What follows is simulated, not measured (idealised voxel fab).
process module | voxel fin reveal
cross-section cut | 220 nm wide | cells 5 nm
A cross-section is a grid of square cells, given in bands from the top down. A band is one or more rows of cells.
Each band's line starts with the height of the band's top and of its bottom, in nm. Then come its materials from left to right, each with its width in nm. One material with "throughout" fills the band from edge to edge. "air" is empty space.
Height 0 is the level under which the wafer as received is all one material. The lowest band goes on downwards, as in "0 down".
A width such as "30 to 40" changes by the same amount from each row of cells to the next, from the band's top row to its bottom row.
"no change" after a step means that no cell of the cross-section changed.
closed voids: empty space of 8 cells or more with no open way to the top, each as width x height at its distance from the left edge, in nm
after a step's settings: what the simulator itself notes on the step
overlay nm, on a step with a mask: how far to the right of its planned place the mask lay; to the left if negative
plan
1 op RECEIVE | material Si
2 op CONFORMAL_DEP | material SiN | thk nm 10
3 op MASKED_ETCH | tone cover | mask id FINS | width nm 15 | pitch nm 40 | etch materials SiN | depth nm 10 | overlay nm -15
4 op MASKED_ETCH | tone cover | mask id FINS | width nm 15 | pitch nm 40 | etch materials Si | depth nm 40 | overlay nm 0
5 op OXIDIZE | depth nm 5
6 op FILL_DEP | material SiO2 | thk nm 5
7 op CMP | height nm 10
8 op SELECTIVE_ETCH | etch materials SiO2 | depth nm 40
9 op STRIP | etch materials SiN
varied across the wafers: overlay nm of step 3. The plan shows the first wafer's value. All wafers start alike
first wafer as received, after step 1
  0 down: Si throughout
  closed voids: none
each wafer at the end: cells of each material gained (+) or lost (-) since it was received, then its closed voids
overlay nm -15 | -264 Si | +84 SiO2 | closed voids: none
overlay nm -10 | -296 Si | +96 SiO2 | closed voids: none
overlay nm -5 | -328 Si | +108 SiO2 | closed voids: none
overlay nm 0 | -360 Si | +120 SiO2 | closed voids: none
overlay nm 5 | -328 Si | +108 SiO2 | closed voids: none
overlay nm 10 | -296 Si | +96 SiO2 | closed voids: none
overlay nm 15 | -264 Si | +84 SiO2 | closed voids: none
